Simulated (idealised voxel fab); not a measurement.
Title: Process Module voxel self aligned vias
Cross-section cut spans 270 nm and uses square cells 5 nm in size.
Reading order for cross-sections: top band down to bottom band. Underlying form: a grid of square cells. Band size: one or more rows of cells.
First you get the band's top height and its bottom height, in nm, and then the materials it's made of, left to right, with each width in nm. If you see a single material with "full width", that one covers the band edge to edge. "empty" is empty space.
It should be noted that heights are counted from 0, beneath which the wafer as supplied is of one material throughout, and that the lowest band possesses no lower boundary but continues downward, as written in "0 -> down".
You'd read "30 to 40" like this: the band's top row of cells is as wide as the first number, its bottom row is as wide as the second, and going down, every row changes width by the same amount as the row before did.
"no change occurred" -> step changed no cross-section cell.
The list in "Trapped cavities" covers empty spaces of 8 cells or more that cannot reach the top through any open way, and it gives each as width x height at distance; the distance is from the left edge, and width, height and distance are in nm.
Post-settings text on a step line: simulator's own remark regarding the step.
"overlay nm" on a masked step: distance the mask lay right of its planned place, negative for left.
Below you will find pairs of cross-sections. In each, one shows the wafer before one process step and the other after it, with the after view ending at the lowest band that changed. Under each pair is the step separating them, along with its settings. Do not assume the pairs form a chain: they can come from different runs of this module on the same starting wafer, and a pair continues from the pair above it only when its "Before this step" entry says so.
-- Before this step
0 -> down = Si full width
Trapped cavities: none
-- Structure After Step
15 -> 0 = SiO2 full width
Heights below 0 show no change.
Trapped cavities: none
Intermediate step for the cross-sections above: CONFORMAL_DEP: material SiO2, thk nm 15
Before this step: refer to the pair immediately above; the cross-section shown after its step is the state before this one.
-- Structure After Step
20 -> 15 = SiCN full width
Heights below 15 show no change.
Trapped cavities: none
Intermediate step for the cross-sections above: CONFORMAL_DEP: material SiCN, thk nm 5
Before this step: refer to the pair immediately above; the cross-section shown after its step is the state before this one.
-- Structure After Step
50 -> 20 = lowk full width
Heights below 20 show no change.
Trapped cavities: none
Intermediate step for the cross-sections above: DIRECTIONAL_DEP: material lowk, thk nm 30
Before this step: refer to the pair immediately above; the cross-section shown after its step is the state before this one.
-- Structure After Step
60 -> 50 = aC full width
Heights below 50 show no change.
Trapped cavities: none
Intermediate step for the cross-sections above: DIRECTIONAL_DEP: material aC, thk nm 10
Before this step: refer to the pair immediately above; the cross-section shown after its step is the state before this one.
-- Structure After Step
90 -> 60 = 100 nm resist, 20 nm empty, 30 nm resist, 20 nm empty, 100 nm resist
Heights below 60 show no change.
Trapped cavities: none
Intermediate step for the cross-sections above: PATTERN: tone open, mask id LINES, material resist, width nm 20, pitch nm 50, thk nm 30, overlay nm 0
Before this step: refer to the pair immediately above; the cross-section shown after its step is the state before this one.
-- Structure After Step
80 -> 60 = 100 nm resist, 20 nm empty, 30 nm resist, 20 nm empty, 100 nm resist
60 -> 50 = 100 nm aC, 20 nm empty, 30 nm aC, 20 nm empty, 100 nm aC
Heights below 50 show no change.
Trapped cavities: none
Intermediate step for the cross-sections above: DIRECTIONAL_ETCH: etch materials aC, depth nm 10
Before this step: refer to the pair immediately above; the cross-section shown after its step is the state before this one.
-- Structure After Step
60 -> 50 = 100 nm aC, 20 nm empty, 30 nm aC, 20 nm empty, 100 nm aC
Heights below 50 show no change.
Trapped cavities: none
Intermediate step for the cross-sections above: STRIP: etch materials resist
Before this step: refer to the pair immediately above; the cross-section shown after its step is the state before this one.
-- Structure After Step
60 -> 50 = 100 nm aC, 20 nm empty, 30 nm aC, 20 nm empty, 100 nm aC
50 -> 20 = 100 nm lowk, 20 nm empty, 30 nm lowk, 20 nm empty, 100 nm lowk
Heights below 20 show no change.
Trapped cavities: none
Intermediate step for the cross-sections above: DIRECTIONAL_ETCH: etch materials lowk, depth nm 30
Before this step: refer to the pair immediately above; the cross-section shown after its step is the state before this one.
-- Structure After Step
50 -> 20 = 100 nm lowk, 20 nm empty, 30 nm lowk, 20 nm empty, 100 nm lowk
Heights below 20 show no change.
Trapped cavities: none
Intermediate step for the cross-sections above: STRIP: etch materials aC
Before this step: refer to the pair immediately above; the cross-section shown after its step is the state before this one.
-- Structure After Step
55 -> 50 = 105 nm TiN, 10 nm empty, 40 nm TiN, 10 nm empty, 105 nm TiN
50 -> 25 = 100 nm lowk, 5 nm TiN, 10 nm empty, 5 nm TiN, 30 nm lowk, 5 nm TiN, 10 nm empty, 5 nm TiN, 100 nm lowk
25 -> 20 = 100 nm lowk, 20 nm TiN, 30 nm lowk, 20 nm TiN, 100 nm lowk
Heights below 20 show no change.
Trapped cavities: none
Intermediate step for the cross-sections above: CONFORMAL_DEP: material TiN, thk nm 5
Before this step: refer to the pair immediately above; the cross-section shown after its step is the state before this one.
-- Structure After Step
65 -> 55 = Ru full width
55 -> 50 = 105 nm TiN, 10 nm Ru, 40 nm TiN, 10 nm Ru, 105 nm TiN
50 -> 25 = 100 nm lowk, 5 nm TiN, 10 nm Ru, 5 nm TiN, 30 nm lowk, 5 nm TiN, 10 nm Ru, 5 nm TiN, 100 nm lowk
Heights below 25 show no change.
Trapped cavities: none
Intermediate step for the cross-sections above: FILL_DEP: material Ru, thk nm 10
Before this step: refer to the pair immediately above; the cross-section shown after its step is the state before this one.
-- Structure After Step
50 -> 25 = 100 nm lowk, 5 nm TiN, 10 nm Ru, 5 nm TiN, 30 nm lowk, 5 nm TiN, 10 nm Ru, 5 nm TiN, 100 nm lowk
Heights below 25 show no change.
Trapped cavities: none
Intermediate step for the cross-sections above: CMP: height nm 50
Before this step: refer to the pair immediately above; the cross-section shown after its step is the state before this one.
-- Structure After Step
50 -> 40 = 100 nm lowk, 20 nm empty, 30 nm lowk, 20 nm empty, 100 nm lowk
Heights below 40 show no change.
Trapped cavities: none
Intermediate step for the cross-sections above: SELECTIVE_ETCH: etch materials W Ru TiN, depth nm 10
Before this step: refer to the pair immediately above; the cross-section shown after its step is the state before this one.
-- Structure After Step
55 -> 50 = SiN full width
50 -> 40 = 100 nm lowk, 20 nm SiN, 30 nm lowk, 20 nm SiN, 100 nm lowk
Heights below 40 show no change.
Trapped cavities: none
Intermediate step for the cross-sections above: FILL_DEP: material SiN, thk nm 5
Before this step: refer to the pair immediately above; the cross-section shown after its step is the state before this one.
-- Structure After Step
50 -> 40 = 100 nm lowk, 20 nm SiN, 30 nm lowk, 20 nm SiN, 100 nm lowk
Heights below 40 show no change.
Trapped cavities: none
Intermediate step for the cross-sections above: CMP: height nm 50
Before this step: refer to the pair immediately above; the cross-section shown after its step is the state before this one.
-- Structure After Step
70 -> 50 = lowk full width
Heights below 50 show no change.
Trapped cavities: none
Intermediate step for the cross-sections above: DIRECTIONAL_DEP: material lowk, thk nm 20
Before this step: refer to the pair immediately above; the cross-section shown after its step is the state before this one.
-- Structure After Step
85 -> 70 = aC full width
Heights below 70 show no change.
Trapped cavities: none
Intermediate step for the cross-sections above: DIRECTIONAL_DEP: material aC, thk nm 15
Before this step: refer to the pair immediately above; the cross-section shown after its step is the state before this one.
-- Structure After Step
120 -> 85 = 95 nm resist, 30 nm empty, 20 nm resist, 30 nm empty, 95 nm resist
Heights below 85 show no change.
Trapped cavities: none
Intermediate step for the cross-sections above: PATTERN: tone open, mask id VIAS, material resist, width nm 30, pitch nm 50, thk nm 35, overlay nm 0
Before this step: refer to the pair immediately above; the cross-section shown after its step is the state before this one.
-- Structure After Step
105 -> 85 = 95 nm resist, 30 nm empty, 20 nm resist, 30 nm empty, 95 nm resist
85 -> 70 = 95 nm aC, 30 nm empty, 20 nm aC, 30 nm empty, 95 nm aC
Heights below 70 show no change.
Trapped cavities: none
Intermediate step for the cross-sections above: DIRECTIONAL_ETCH: etch materials aC, depth nm 15
Before this step: refer to the pair immediately above; the cross-section shown after its step is the state before this one.
-- Structure After Step
85 -> 70 = 95 nm aC, 30 nm empty, 20 nm aC, 30 nm empty, 95 nm aC
Heights below 70 show no change.
Trapped cavities: none
Intermediate step for the cross-sections above: STRIP: etch materials resist
Before this step: refer to the pair immediately above; the cross-section shown after its step is the state before this one.
-- Structure After Step
85 -> 70 = 95 nm aC, 30 nm empty, 20 nm aC, 30 nm empty, 95 nm aC
70 -> 50 = 95 nm lowk, 30 nm empty, 20 nm lowk, 30 nm empty, 95 nm lowk
Heights below 50 show no change.
Trapped cavities: none
Intermediate step for the cross-sections above: DIRECTIONAL_ETCH: etch materials lowk, depth nm 20
Before this step: refer to the pair immediately above; the cross-section shown after its step is the state before this one.
-- Structure After Step
85 -> 70 = 95 nm aC, 30 nm empty, 20 nm aC, 30 nm empty, 95 nm aC
70 -> 50 = 95 nm lowk, 30 nm empty, 20 nm lowk, 30 nm empty, 95 nm lowk
50 -> 40 = 100 nm lowk, 20 nm empty, 30 nm lowk, 20 nm empty, 100 nm lowk
Heights below 40 show no change.
Trapped cavities: none
Intermediate step for the cross-sections above: DIRECTIONAL_ETCH: etch materials SiN, depth nm 10
Before this step: refer to the pair immediately above; the cross-section shown after its step is the state before this one.
-- Structure After Step
70 -> 50 = 95 nm lowk, 30 nm empty, 20 nm lowk, 30 nm empty, 95 nm lowk
Heights below 50 show no change.
Trapped cavities: none
Intermediate step for the cross-sections above: STRIP: etch materials aC
Before this step: refer to the pair immediately above; the cross-section shown after its step is the state before this one.
-- Structure After Step
75 -> 70 = 100 nm TiN, 20 nm empty, 30 nm TiN, 20 nm empty, 100 nm TiN
70 -> 55 = 95 nm lowk, 5 nm TiN, 20 nm empty, 5 nm TiN, 20 nm lowk, 5 nm TiN, 20 nm empty, 5 nm TiN, 95 nm lowk
55 -> 45 = 95 to 100 nm lowk, 10 to 5 nm TiN, 10 nm empty, 10 to 5 nm TiN, 20 to 30 nm lowk, 10 to 5 nm TiN, 10 nm empty, 10 to 5 nm TiN, 95 to 100 nm lowk
45 -> 40 = 100 nm lowk, 20 nm TiN, 30 nm lowk, 20 nm TiN, 100 nm lowk
Heights below 40 show no change.
Trapped cavities: none
Intermediate step for the cross-sections above: CONFORMAL_DEP: material TiN, thk nm 5
Before this step: refer to the pair immediately above; the cross-section shown after its step is the state before this one.
-- Structure After Step
85 -> 75 = W full width
75 -> 70 = 100 nm TiN, 20 nm W, 30 nm TiN, 20 nm W, 100 nm TiN
70 -> 55 = 95 nm lowk, 5 nm TiN, 20 nm W, 5 nm TiN, 20 nm lowk, 5 nm TiN, 20 nm W, 5 nm TiN, 95 nm lowk
55 -> 45 = 95 to 100 nm lowk, 10 to 5 nm TiN, 10 nm W, 10 to 5 nm TiN, 20 to 30 nm lowk, 10 to 5 nm TiN, 10 nm W, 10 to 5 nm TiN, 95 to 100 nm lowk
Heights below 45 show no change.
Trapped cavities: none
Intermediate step for the cross-sections above: FILL_DEP: material W, thk nm 10
Before this step: refer to the pair immediately above; the cross-section shown after its step is the state before this one.
-- Structure After Step
70 -> 55 = 95 nm lowk, 5 nm TiN, 20 nm W, 5 nm TiN, 20 nm lowk, 5 nm TiN, 20 nm W, 5 nm TiN, 95 nm lowk
Heights below 55 show no change.
Trapped cavities: none
Intermediate step for the cross-sections above: CMP: height nm 70
Before this step: refer to the pair immediately above; the cross-section shown after its step is the state before this one.
-- Structure After Step
75 -> 70 = SiN full width
Heights below 70 show no change.
Trapped cavities: none
Intermediate step for the cross-sections above: CONFORMAL_DEP: material SiN, thk nm 5
-- Before this step
15 -> 0 = SiO2 full width
0 -> down = Si full width
Trapped cavities: none
-- Structure After Step
45 -> 15 = lowk full width
Heights below 15 show no change.
Trapped cavities: none
Intermediate step for the cross-sections above: DIRECTIONAL_DEP: material lowk, thk nm 30
Before this step: refer to the pair immediately above; the cross-section shown after its step is the state before this one.
-- Structure After Step
55 -> 45 = aC full width
Heights below 45 show no change.
Trapped cavities: none
Intermediate step for the cross-sections above: DIRECTIONAL_DEP: material aC, thk nm 10
Before this step: refer to the pair immediately above; the cross-section shown after its step is the state before this one.
-- Structure After Step
85 -> 55 = 100 nm resist, 20 nm empty, 30 nm resist, 20 nm empty, 100 nm resist
Heights below 55 show no change.
Trapped cavities: none
Intermediate step for the cross-sections above: PATTERN: tone open, mask id LINES, material resist, width nm 20, pitch nm 50, thk nm 30, overlay nm 0
Before this step: refer to the pair immediately above; the cross-section shown after its step is the state before this one.
-- Structure After Step
75 -> 55 = 100 nm resist, 20 nm empty, 30 nm resist, 20 nm empty, 100 nm resist
55 -> 45 = 100 nm aC, 20 nm empty, 30 nm aC, 20 nm empty, 100 nm aC
Heights below 45 show no change.
Trapped cavities: none
Intermediate step for the cross-sections above: DIRECTIONAL_ETCH: etch materials aC, depth nm 10
Before this step: refer to the pair immediately above; the cross-section shown after its step is the state before this one.
-- Structure After Step
55 -> 45 = 100 nm aC, 20 nm empty, 30 nm aC, 20 nm empty, 100 nm aC
Heights below 45 show no change.
Trapped cavities: none
Intermediate step for the cross-sections above: STRIP: etch materials resist
Before this step: refer to the pair immediately above; the cross-section shown after its step is the state before this one.
-- Structure After Step
55 -> 45 = 100 nm aC, 20 nm empty, 30 nm aC, 20 nm empty, 100 nm aC
45 -> 15 = 100 nm lowk, 20 nm empty, 30 nm lowk, 20 nm empty, 100 nm lowk
Heights below 15 show no change.
Trapped cavities: none
Intermediate step for the cross-sections above: DIRECTIONAL_ETCH: etch materials lowk, depth nm 30
Before this step: refer to the pair immediately above; the cross-section shown after its step is the state before this one.
-- Structure After Step
45 -> 15 = 100 nm lowk, 20 nm empty, 30 nm lowk, 20 nm empty, 100 nm lowk
Heights below 15 show no change.
Trapped cavities: none
Intermediate step for the cross-sections above: STRIP: etch materials aC
Before this step: refer to the pair immediately above; the cross-section shown after its step is the state before this one.
-- Structure After Step
50 -> 45 = 105 nm TiN, 10 nm empty, 40 nm TiN, 10 nm empty, 105 nm TiN
45 -> 20 = 100 nm lowk, 5 nm TiN, 10 nm empty, 5 nm TiN, 30 nm lowk, 5 nm TiN, 10 nm empty, 5 nm TiN, 100 nm lowk
20 -> 15 = 100 nm lowk, 20 nm TiN, 30 nm lowk, 20 nm TiN, 100 nm lowk
Heights below 15 show no change.
Trapped cavities: none
Intermediate step for the cross-sections above: CONFORMAL_DEP: material TiN, thk nm 5
Before this step: refer to the pair immediately above; the cross-section shown after its step is the state before this one.
-- Structure After Step
60 -> 50 = Ru full width
50 -> 45 = 105 nm TiN, 10 nm Ru, 40 nm TiN, 10 nm Ru, 105 nm TiN
45 -> 20 = 100 nm lowk, 5 nm TiN, 10 nm Ru, 5 nm TiN, 30 nm lowk, 5 nm TiN, 10 nm Ru, 5 nm TiN, 100 nm lowk
Heights below 20 show no change.
Trapped cavities: none
Intermediate step for the cross-sections above: FILL_DEP: material Ru, thk nm 10
Before this step: refer to the pair immediately above; the cross-section shown after its step is the state before this one.
-- Structure After Step
50 -> 45 = 105 nm TiN, 10 nm Ru, 40 nm TiN, 10 nm Ru, 105 nm TiN
Heights below 45 show no change.
Trapped cavities: none
Intermediate step for the cross-sections above: CMP: height nm 50
Before this step: refer to the pair immediately above; the cross-section shown after its step is the state before this one.
-- Structure After Step
45 -> 40 = 100 nm lowk, 20 nm empty, 30 nm lowk, 20 nm empty, 100 nm lowk
Heights below 40 show no change.
Trapped cavities: none
Intermediate step for the cross-sections above: SELECTIVE_ETCH: etch materials W Ru TiN, depth nm 10
Before this step: refer to the pair immediately above; the cross-section shown after its step is the state before this one.
-- Structure After Step
50 -> 45 = SiN full width
45 -> 40 = 100 nm lowk, 20 nm SiN, 30 nm lowk, 20 nm SiN, 100 nm lowk
Heights below 40 show no change.
Trapped cavities: none
Intermediate step for the cross-sections above: FILL_DEP: material SiN, thk nm 5
Before this step: refer to the pair immediately above; the cross-section shown after its step is the state before this one.
-- Structure After Step
70 -> 50 = lowk full width
Heights below 50 show no change.
Trapped cavities: none
Intermediate step for the cross-sections above: DIRECTIONAL_DEP: material lowk, thk nm 20
Before this step: refer to the pair immediately above; the cross-section shown after its step is the state before this one.
-- Structure After Step
85 -> 70 = aC full width
Heights below 70 show no change.
Trapped cavities: none
Intermediate step for the cross-sections above: DIRECTIONAL_DEP: material aC, thk nm 15
Before this step: refer to the pair immediately above; the cross-section shown after its step is the state before this one.
-- Structure After Step
120 -> 85 = 95 nm resist, 30 nm empty, 20 nm resist, 30 nm empty, 95 nm resist
Heights below 85 show no change.
Trapped cavities: none
Intermediate step for the cross-sections above: PATTERN: tone open, mask id VIAS, material resist, width nm 30, pitch nm 50, thk nm 35, overlay nm 0
Before this step: refer to the pair immediately above; the cross-section shown after its step is the state before this one.
-- Structure After Step
105 -> 85 = 95 nm resist, 30 nm empty, 20 nm resist, 30 nm empty, 95 nm resist
85 -> 70 = 95 nm aC, 30 nm empty, 20 nm aC, 30 nm empty, 95 nm aC
Heights below 70 show no change.
Trapped cavities: none
Intermediate step for the cross-sections above: DIRECTIONAL_ETCH: etch materials aC, depth nm 15
Before this step: refer to the pair immediately above; the cross-section shown after its step is the state before this one.
-- Structure After Step
85 -> 70 = 95 nm aC, 30 nm empty, 20 nm aC, 30 nm empty, 95 nm aC
Heights below 70 show no change.
Trapped cavities: none
Intermediate step for the cross-sections above: STRIP: etch materials resist
Before this step: refer to the pair immediately above; the cross-section shown after its step is the state before this one.
-- Structure After Step
85 -> 70 = 95 nm aC, 30 nm empty, 20 nm aC, 30 nm empty, 95 nm aC
70 -> 50 = 95 nm lowk, 30 nm empty, 20 nm lowk, 30 nm empty, 95 nm lowk
Heights below 50 show no change.
Trapped cavities: none
Intermediate step for the cross-sections above: DIRECTIONAL_ETCH: etch materials lowk, depth nm 20
Before this step: refer to the pair immediately above; the cross-section shown after its step is the state before this one.
-- Structure After Step
85 -> 70 = 95 nm aC, 30 nm empty, 20 nm aC, 30 nm empty, 95 nm aC
70 -> 50 = 95 nm lowk, 30 nm empty, 20 nm lowk, 30 nm empty, 95 nm lowk
50 -> 45 = 95 nm SiN, 30 nm empty, 20 nm SiN, 30 nm empty, 95 nm SiN
45 -> 40 = 100 nm lowk, 20 nm empty, 30 nm lowk, 20 nm empty, 100 nm lowk
Heights below 40 show no change.
Trapped cavities: none
Intermediate step for the cross-sections above: DIRECTIONAL_ETCH: etch materials SiN, depth nm 10
Before this step: refer to the pair immediately above; the cross-section shown after its step is the state before this one.
-- Structure After Step
70 -> 50 = 95 nm lowk, 30 nm empty, 20 nm lowk, 30 nm empty, 95 nm lowk
Heights below 50 show no change.
Trapped cavities: none
Intermediate step for the cross-sections above: STRIP: etch materials aC
Before this step: refer to the pair immediately above; the cross-section shown after its step is the state before this one.
-- Structure After Step
75 -> 70 = 100 nm TiN, 20 nm empty, 30 nm TiN, 20 nm empty, 100 nm TiN
70 -> 50 = 95 nm lowk, 5 nm TiN, 20 nm empty, 5 nm TiN, 20 nm lowk, 5 nm TiN, 20 nm empty, 5 nm TiN, 95 nm lowk
50 -> 45 = 95 nm SiN, 10 nm TiN, 10 nm empty, 10 nm TiN, 20 nm SiN, 10 nm TiN, 10 nm empty, 10 nm TiN, 95 nm SiN
45 -> 40 = 100 nm lowk, 20 nm TiN, 30 nm lowk, 20 nm TiN, 100 nm lowk
Heights below 40 show no change.
Trapped cavities: none
Intermediate step for the cross-sections above: CONFORMAL_DEP: material TiN, thk nm 5
Before this step: refer to the pair immediately above; the cross-section shown after its step is the state before this one.
-- Structure After Step
85 -> 75 = W full width
75 -> 70 = 100 nm TiN, 20 nm W, 30 nm TiN, 20 nm W, 100 nm TiN
70 -> 50 = 95 nm lowk, 5 nm TiN, 20 nm W, 5 nm TiN, 20 nm lowk, 5 nm TiN, 20 nm W, 5 nm TiN, 95 nm lowk
50 -> 45 = 95 nm SiN, 10 nm TiN, 10 nm W, 10 nm TiN, 20 nm SiN, 10 nm TiN, 10 nm W, 10 nm TiN, 95 nm SiN
Heights below 45 show no change.
Trapped cavities: none
Intermediate step for the cross-sections above: FILL_DEP: material W, thk nm 10
Before this step: refer to the pair immediately above; the cross-section shown after its step is the state before this one.
-- Structure After Step
70 -> 50 = 95 nm lowk, 5 nm TiN, 20 nm W, 5 nm TiN, 20 nm lowk, 5 nm TiN, 20 nm W, 5 nm TiN, 95 nm lowk
Heights below 50 show no change.
Trapped cavities: none
Intermediate step for the cross-sections above: CMP: height nm 70
Before this step: refer to the pair immediately above; the cross-section shown after its step is the state before this one.
-- Structure After Step
75 -> 70 = SiN full width
Heights below 70 show no change.
Trapped cavities: none
Intermediate step for the cross-sections above: CONFORMAL_DEP: material SiN, thk nm 5
-- Before this step
85 -> 70 = 95 nm aC, 30 nm empty, 20 nm aC, 30 nm empty, 95 nm aC
70 -> 50 = 95 nm lowk, 30 nm empty, 20 nm lowk, 30 nm empty, 95 nm lowk
50 -> 40 = 100 nm lowk, 20 nm SiN, 30 nm lowk, 20 nm SiN, 100 nm lowk
40 -> 25 = 100 nm lowk, 5 nm TiN, 10 nm Ru, 5 nm TiN, 30 nm lowk, 5 nm TiN, 10 nm Ru, 5 nm TiN, 100 nm lowk
25 -> 20 = 100 nm lowk, 20 nm TiN, 30 nm lowk, 20 nm TiN, 100 nm lowk
20 -> 15 = SiCN full width
15 -> 0 = SiO2 full width
0 -> down = Si full width
Trapped cavities: none
-- Structure After Step
85 -> 70 = 95 nm aC, 30 nm empty, 20 nm aC, 30 nm empty, 95 nm aC
70 -> 50 = 95 nm lowk, 30 nm empty, 20 nm lowk, 30 nm empty, 95 nm lowk
50 -> 40 = 95 nm lowk, 5 nm empty, 20 nm SiN, 5 nm empty, 20 nm lowk, 5 nm empty, 20 nm SiN, 5 nm empty, 95 nm lowk
40 -> 30 = 95 nm lowk, 5 nm empty, 5 nm TiN, 10 nm Ru, 5 nm TiN, 5 nm empty, 20 nm lowk, 5 nm empty, 5 nm TiN, 10 nm Ru, 5 nm TiN, 5 nm empty, 95 nm lowk
Heights below 30 show no change.
Trapped cavities: none
Intermediate step for the cross-sections above: DIRECTIONAL_ETCH: etch materials lowk, depth nm 20
Before this step: refer to the pair immediately above; the cross-section shown after its step is the state before this one.
-- Structure After Step
85 -> 70 = 95 nm aC, 30 nm empty, 20 nm aC, 30 nm empty, 95 nm aC
70 -> 40 = 95 nm lowk, 30 nm empty, 20 nm lowk, 30 nm empty, 95 nm lowk
Heights below 40 show no change.
Trapped cavities: none
Intermediate step for the cross-sections above: DIRECTIONAL_ETCH: etch materials SiN, depth nm 10
Before this step: refer to the pair immediately above; the cross-section shown after its step is the state before this one.
-- Structure After Step
70 -> 40 = 95 nm lowk, 30 nm empty, 20 nm lowk, 30 nm empty, 95 nm lowk
Heights below 40 show no change.
Trapped cavities: none
Intermediate step for the cross-sections above: STRIP: etch materials aC
Before this step: refer to the pair immediately above; the cross-section shown after its step is the state before this one.
-- Structure After Step
75 -> 70 = 100 nm TiN, 20 nm empty, 30 nm TiN, 20 nm empty, 100 nm TiN
70 -> 45 = 95 nm lowk, 5 nm TiN, 20 nm empty, 5 nm TiN, 20 nm lowk, 5 nm TiN, 20 nm empty, 5 nm TiN, 95 nm lowk
45 -> 40 = 95 nm lowk, 30 nm TiN, 20 nm lowk, 30 nm TiN, 95 nm lowk
40 -> 30 = 95 nm lowk, 10 nm TiN, 10 nm Ru, 10 nm TiN, 20 nm lowk, 10 nm TiN, 10 nm Ru, 10 nm TiN, 95 nm lowk
Heights below 30 show no change.
Trapped cavities: none
Intermediate step for the cross-sections above: CONFORMAL_DEP: material TiN, thk nm 5
Before this step: refer to the pair immediately above; the cross-section shown after its step is the state before this one.
-- Structure After Step
85 -> 75 = W full width
75 -> 70 = 100 nm TiN, 20 nm W, 30 nm TiN, 20 nm W, 100 nm TiN
70 -> 45 = 95 nm lowk, 5 nm TiN, 20 nm W, 5 nm TiN, 20 nm lowk, 5 nm TiN, 20 nm W, 5 nm TiN, 95 nm lowk
Heights below 45 show no change.
Trapped cavities: none
Intermediate step for the cross-sections above: FILL_DEP: material W, thk nm 10
Before this step: refer to the pair immediately above; the cross-section shown after its step is the state before this one.
-- Structure After Step
70 -> 45 = 95 nm lowk, 5 nm TiN, 20 nm W, 5 nm TiN, 20 nm lowk, 5 nm TiN, 20 nm W, 5 nm TiN, 95 nm lowk
Heights below 45 show no change.
Trapped cavities: none
Intermediate step for the cross-sections above: CMP: height nm 70
Before this step: refer to the pair immediately above; the cross-section shown after its step is the state before this one.
-- Structure After Step
75 -> 70 = SiN full width
Heights below 70 show no change.
Trapped cavities: none
Intermediate step for the cross-sections above: CONFORMAL_DEP: material SiN, thk nm 5
-- Before this step
0 -> down = Si full width
Trapped cavities: none
-- Structure After Step
5 -> 0 = SiCN full width
Heights below 0 show no change.
Trapped cavities: none
Intermediate step for the cross-sections above: CONFORMAL_DEP: material SiCN, thk nm 5
Before this step: refer to the pair immediately above; the cross-section shown after its step is the state before this one.
-- Structure After Step
20 -> 5 = SiO2 full width
Heights below 5 show no change.
Trapped cavities: none
Intermediate step for the cross-sections above: CONFORMAL_DEP: material SiO2, thk nm 15
Before this step: refer to the pair immediately above; the cross-section shown after its step is the state before this one.
-- Structure After Step
50 -> 20 = lowk full width
Heights below 20 show no change.
Trapped cavities: none
Intermediate step for the cross-sections above: DIRECTIONAL_DEP: material lowk, thk nm 30
Before this step: refer to the pair immediately above; the cross-section shown after its step is the state before this one.
-- Structure After Step
60 -> 50 = aC full width
Heights below 50 show no change.
Trapped cavities: none
Intermediate step for the cross-sections above: DIRECTIONAL_DEP: material aC, thk nm 10
Before this step: refer to the pair immediately above; the cross-section shown after its step is the state before this one.
-- Structure After Step
90 -> 60 = 100 nm resist, 20 nm empty, 30 nm resist, 20 nm empty, 100 nm resist
Heights below 60 show no change.
Trapped cavities: none
Intermediate step for the cross-sections above: PATTERN: tone open, mask id LINES, material resist, width nm 20, pitch nm 50, thk nm 30, overlay nm 0
Before this step: refer to the pair immediately above; the cross-section shown after its step is the state before this one.
-- Structure After Step
80 -> 60 = 100 nm resist, 20 nm empty, 30 nm resist, 20 nm empty, 100 nm resist
60 -> 50 = 100 nm aC, 20 nm empty, 30 nm aC, 20 nm empty, 100 nm aC
Heights below 50 show no change.
Trapped cavities: none
Intermediate step for the cross-sections above: DIRECTIONAL_ETCH: etch materials aC, depth nm 10
Before this step: refer to the pair immediately above; the cross-section shown after its step is the state before this one.
-- Structure After Step
60 -> 50 = 100 nm aC, 20 nm empty, 30 nm aC, 20 nm empty, 100 nm aC
Heights below 50 show no change.
Trapped cavities: none
Intermediate step for the cross-sections above: STRIP: etch materials resist
Before this step: refer to the pair immediately above; the cross-section shown after its step is the state before this one.
-- Structure After Step
60 -> 50 = 100 nm aC, 20 nm empty, 30 nm aC, 20 nm empty, 100 nm aC
50 -> 20 = 100 nm lowk, 20 nm empty, 30 nm lowk, 20 nm empty, 100 nm lowk
Heights below 20 show no change.
Trapped cavities: none
Intermediate step for the cross-sections above: DIRECTIONAL_ETCH: etch materials lowk, depth nm 30
Before this step: refer to the pair immediately above; the cross-section shown after its step is the state before this one.
-- Structure After Step
50 -> 20 = 100 nm lowk, 20 nm empty, 30 nm lowk, 20 nm empty, 100 nm lowk
Heights below 20 show no change.
Trapped cavities: none
Intermediate step for the cross-sections above: STRIP: etch materials aC
Before this step: refer to the pair immediately above; the cross-section shown after its step is the state before this one.
-- Structure After Step
55 -> 50 = 105 nm TiN, 10 nm empty, 40 nm TiN, 10 nm empty, 105 nm TiN
50 -> 25 = 100 nm lowk, 5 nm TiN, 10 nm empty, 5 nm TiN, 30 nm lowk, 5 nm TiN, 10 nm empty, 5 nm TiN, 100 nm lowk
25 -> 20 = 100 nm lowk, 20 nm TiN, 30 nm lowk, 20 nm TiN, 100 nm lowk
Heights below 20 show no change.
Trapped cavities: none
Intermediate step for the cross-sections above: CONFORMAL_DEP: material TiN, thk nm 5
Before this step: refer to the pair immediately above; the cross-section shown after its step is the state before this one.
-- Structure After Step
65 -> 55 = Ru full width
55 -> 50 = 105 nm TiN, 10 nm Ru, 40 nm TiN, 10 nm Ru, 105 nm TiN
50 -> 25 = 100 nm lowk, 5 nm TiN, 10 nm Ru, 5 nm TiN, 30 nm lowk, 5 nm TiN, 10 nm Ru, 5 nm TiN, 100 nm lowk
Heights below 25 show no change.
Trapped cavities: none
Intermediate step for the cross-sections above: FILL_DEP: material Ru, thk nm 10
Before this step: refer to the pair immediately above; the cross-section shown after its step is the state before this one.
-- Structure After Step
50 -> 25 = 100 nm lowk, 5 nm TiN, 10 nm Ru, 5 nm TiN, 30 nm lowk, 5 nm TiN, 10 nm Ru, 5 nm TiN, 100 nm lowk
Heights below 25 show no change.
Trapped cavities: none
Intermediate step for the cross-sections above: CMP: height nm 50
Before this step: refer to the pair immediately above; the cross-section shown after its step is the state before this one.
-- Structure After Step
50 -> 40 = 100 nm lowk, 20 nm empty, 30 nm lowk, 20 nm empty, 100 nm lowk
Heights below 40 show no change.
Trapped cavities: none
Intermediate step for the cross-sections above: SELECTIVE_ETCH: etch materials W Ru TiN, depth nm 10
Before this step: refer to the pair immediately above; the cross-section shown after its step is the state before this one.
-- Structure After Step
55 -> 50 = SiN full width
50 -> 40 = 100 nm lowk, 20 nm SiN, 30 nm lowk, 20 nm SiN, 100 nm lowk
Heights below 40 show no change.
Trapped cavities: none
Intermediate step for the cross-sections above: FILL_DEP: material SiN, thk nm 5
Before this step: refer to the pair immediately above; the cross-section shown after its step is the state before this one.
-- Structure After Step
50 -> 40 = 100 nm lowk, 20 nm SiN, 30 nm lowk, 20 nm SiN, 100 nm lowk
Heights below 40 show no change.
Trapped cavities: none
Intermediate step for the cross-sections above: CMP: height nm 50
Before this step: refer to the pair immediately above; the cross-section shown after its step is the state before this one.
-- Structure After Step
70 -> 50 = lowk full width
Heights below 50 show no change.
Trapped cavities: none
Intermediate step for the cross-sections above: DIRECTIONAL_DEP: material lowk, thk nm 20
Before this step: refer to the pair immediately above; the cross-section shown after its step is the state before this one.
-- Structure After Step
85 -> 70 = aC full width
Heights below 70 show no change.
Trapped cavities: none
Intermediate step for the cross-sections above: DIRECTIONAL_DEP: material aC, thk nm 15
Before this step: refer to the pair immediately above; the cross-section shown after its step is the state before this one.
-- Structure After Step
120 -> 85 = 95 nm resist, 30 nm empty, 20 nm resist, 30 nm empty, 95 nm resist
Heights below 85 show no change.
Trapped cavities: none
Intermediate step for the cross-sections above: PATTERN: tone open, mask id VIAS, material resist, width nm 30, pitch nm 50, thk nm 35, overlay nm 0
